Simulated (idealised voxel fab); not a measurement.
Name of the process module below: voxel tone inversion
Cross-section cut spans 285 nm and uses square cells 5 nm in size.
Notation: cross-section as square-cell grid; stated in bands, top first, going down; one or more cell rows per band. Read a band's entry like this: the first values are the height of its top and the height of its bottom in nm, and what follows is the sequence of materials from left to right, each with its width in nm. Note that "blank" is empty space, and that a single material marked "everywhere" reaches across the band from edge to edge. Zero point of the height axis is 0; under it, received wafer = one material. Lowest band: continues down indefinitely, "top 0, no bottom". Read "30..40" as a graded width: first number on top, second number at the bottom, same change between each pair of neighbouring rows. No cell of the cross-section changed in a step that is given as "nothing got changed". "Enclosed cavity list": empty spaces of 8 cells or more with no open way to the top, each given as width x height at distance, distance from the left edge, all in nm. Post-settings text on a step line: simulator's own remark regarding the step. Each step line may optionally specify "overlay nm", which for a step with a mask gives the rightward distance between the mask's planned place and where it lay, a negative value indicating the leftward direction.
Below is the list of planned process steps:
| 1 | RECEIVE, material Si |
| 2 | CONFORMAL_DEP, material SiN, thk nm 10 |
| 3 | DIRECTIONAL_DEP, material aC, thk nm 15 |
| 4 | PATTERN, tone cover, mask id POSTS, material resist, width nm 20, pitch nm 35, thk nm 20, overlay nm 0 |
| 5 | DIRECTIONAL_ETCH, etch materials aC, depth nm 15 |
| 6 | STRIP, etch materials resist |
| 7 | FILL_DEP, material lowk, thk nm 10 |
| 8 | CMP, height nm 25 |
| 9 | STRIP, etch materials aC |
| 10 | CONFORMAL_DEP, material TiN, thk nm 5 |
| 11 | FILL_DEP, material W, thk nm 10 |
| 12 | CMP, height nm 25 |
| 13 | CONFORMAL_DEP, material SiN, thk nm 5 |
Wafer as received: cross-section following step 1:
- top 0, no bottom = Si everywhere
- Enclosed cavity list: none
Cross-sectional view of the first of the two wafers upon completion of the module, processed in accordance with the plan:
- top 30, bottom 25 = SiN everywhere
- top 25, bottom 15 = lowk (115); TiN (5); W (10); TiN (5); lowk (15); TiN (5); W (10); TiN (5); lowk (115)
- top 15, bottom 10 = lowk (115); TiN (20); lowk (15); TiN (20); lowk (115)
- top 10, bottom 0 = SiN everywhere
- top 0, no bottom = Si everywhere
- Enclosed cavity list: none
Module end: cross-section of wafer two of two. Same start and process plan as the first wafer. One mistake during execution:
- top 30, bottom 25 = SiN everywhere
- top 25, bottom 15 = lowk (120); TiN (5); W (10); TiN (5); lowk (15); TiN (5); W (10); TiN (5); lowk (110)
- top 15, bottom 10 = lowk (120); TiN (20); lowk (15); TiN (20); lowk (110)
- top 10, bottom 0 = SiN everywhere
- top 0, no bottom = Si everywhere
- Enclosed cavity list: none
Nonconformance to the process plan: step 4 was run on a setting that differed from the plan, and what really ran there is PATTERN, tone cover, mask id POSTS, material resist, width nm 20, pitch nm 35, thk nm 20, overlay nm 5
Comparing end states, the material composition by cell count is preserved from the first wafer to the second, while the locations of the cells are not.
